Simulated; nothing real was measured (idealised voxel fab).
process module | voxel air gaps
cross-section cut | 250 nm wide | cells 5 nm
A cross-section is a grid of square cells, given in bands from the top down. A band is one or more rows of cells.
Each band's line starts with the height of the band's top and of its bottom, in nm. Then come its materials from left to right, each with its width in nm. One material with "throughout" fills the band from edge to edge. "air" is empty space.
Height 0 is the level under which the wafer as received is all one material. The lowest band goes on downwards, as in "0 down".
A width such as "30 to 40" changes by the same amount from each row of cells to the next, from the band's top row to its bottom row.
"no change" after a step means that no cell of the cross-section changed.
closed voids: empty space of 8 cells or more with no open way to the top, each as width x height at its distance from the left edge, in nm
after a step's settings: what the simulator itself notes on the step
overlay nm, on a step with a mask: how far to the right of its planned place the mask lay; to the left if negative
plan
1 op RECEIVE | material Si
2 op CONFORMAL_DEP | material SiO2 | thk nm 10
3 op CONFORMAL_DEP | material SiN | thk nm 5
4 op DIRECTIONAL_DEP | material SiO2 | thk nm 35
5 op DIRECTIONAL_DEP | material aC | thk nm 10
6 op PATTERN | tone open | mask id LINES | material resist | width nm 15 | pitch nm 45 | thk nm 25 | overlay nm 0
7 op DIRECTIONAL_ETCH | etch materials aC | depth nm 10
8 op STRIP | etch materials resist
9 op DIRECTIONAL_ETCH | etch materials SiO2 | depth nm 35
10 op STRIP | etch materials aC
11 op CONFORMAL_DEP | material TiN | thk nm 5
12 op FILL_DEP | material W | thk nm 5
13 op CMP | height nm 50
14 op EPI | material Ru | thk nm 10
15 op SELECTIVE_ETCH | etch materials SiO2 | depth nm 45
16 op CONFORMAL_DEP | material SiN | thk nm 5
varied across the wafers: thk nm of step 11. The plan shows the first wafer's value. All wafers start alike
first wafer as received, after step 1
  0 down: Si throughout
  closed voids: none
each wafer at the end: cells of each material gained (+) or lost (-) since it was received, then its closed voids
thk nm 5 | +42 Ru | +178 SiN | +100 SiO2 | +45 TiN | +18 W | closed voids: 20 x 25 at 90; 20 x 25 at 135
thk nm 10 | +42 Ru | +178 SiN | +100 SiO2 | +63 TiN | closed voids: 20 x 25 at 90; 20 x 25 at 135
thk nm 15 | +42 Ru | +178 SiN | +100 SiO2 | +63 TiN | closed voids: 20 x 25 at 90; 20 x 25 at 135
thk nm 20 | +42 Ru | +178 SiN | +100 SiO2 | +63 TiN | closed voids: 20 x 25 at 90; 20 x 25 at 135
